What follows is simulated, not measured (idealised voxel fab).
The process module that follows is named voxel trench capacitor.
Square cells of 5 nm make up the cross-section cut, whose width is 270 nm.
Square cells in a grid make up a cross-section in this document, and the grid is given as bands, listed from the top down, each one or more rows of cells.
The band entry comprises the height of the band's top followed by the height of its bottom, expressed in nm, and subsequently the band's materials from left to right, each stated together with its width in nm. Where a single material is marked with the word "edge to edge", that material fills the band from edge to edge. The word "empty" represents empty space.
Heights from 0 (as-received wafer is one material below). Bottom band endless downward, as "z 0 and below".
Think of "30 to 40" as a width that walks from the first number to the second as you go down the band, top row to bottom row, taking equal-sized steps from row to row.
Reading "left unchanged" for a step: not a cell of the cross-section changed in it.
Closed-off voids of 8+ cells (no open route to the top) go in "Fully enclosed voids", written width x height at distance from the left edge, in nm.
If you see something after the settings on a step's line, that's the simulator's own remark about that step.
You can add "overlay nm" to a step's line. For a step with a mask, it describes how far the mask lay to the right of its planned position, and a negative number describes a lay to the left.

### Process steps foreseen in the plan
1: RECEIVE [material Si]
2: CONFORMAL_DEP [material SiN] [thk nm 10]
3: DIRECTIONAL_DEP [material aC] [thk nm 15]
4: PATTERN [tone open] [mask id TRENCH] [material resist] [width nm 25] [pitch nm 40] [thk nm 35] [overlay nm 0]
5: DIRECTIONAL_ETCH [etch materials aC] [depth nm 15]
6: STRIP [etch materials resist]
7: DIRECTIONAL_ETCH [etch materials SiN] [depth nm 10]
8: DIRECTIONAL_ETCH [etch materials Si] [depth nm 30]
9: STRIP [etch materials aC]
10: CONFORMAL_DEP [material HfO2] [thk nm 5]
11: CONFORMAL_DEP [material TiN] [thk nm 5]
12: FILL_DEP [material W] [thk nm 5]
13: CMP [height nm 10]

### As received (post step 1): cross-section
    z 0 and below: Si edge to edge
    Fully enclosed voids: none

### The following cross-section depicts the wafer upon conclusion of the module. Processing commenced from the starting condition illustrated above and adhered to the plan illustrated above, save for one mistake in execution
    z 10 to 0: 80 of SiN  5 of HfO2  5 of TiN  5 of SiN  5 of TiN  5 of HfO2  15 of SiN  5 of HfO2  5 of TiN  5 of SiN  5 of TiN  5 of HfO2  15 of SiN  5 of HfO2  5 of TiN  5 of SiN  5 of TiN  5 of HfO2  85 of SiN
    z 0 to -20: 80 of Si  5 of HfO2  5 of TiN  5 of SiN  5 of TiN  5 of HfO2  15 of Si  5 of HfO2  5 of TiN  5 of SiN  5 of TiN  5 of HfO2  15 of Si  5 of HfO2  5 of TiN  5 of SiN  5 of TiN  5 of HfO2  85 of Si
    z -20 to -25: 80 of Si  5 of HfO2  15 of TiN  5 of HfO2  15 of Si  5 of HfO2  15 of TiN  5 of HfO2  15 of Si  5 of HfO2  15 of TiN  5 of HfO2  85 of Si
    z -25 to -30: 80 of Si  25 of HfO2  15 of Si  25 of HfO2  15 of Si  25 of HfO2  85 of Si
    z -30 and below: Si edge to edge
    Fully enclosed voids: none
Run error: step 12 deviated from plan and actually ran as FILL_DEP [material SiN] [thk nm 5]
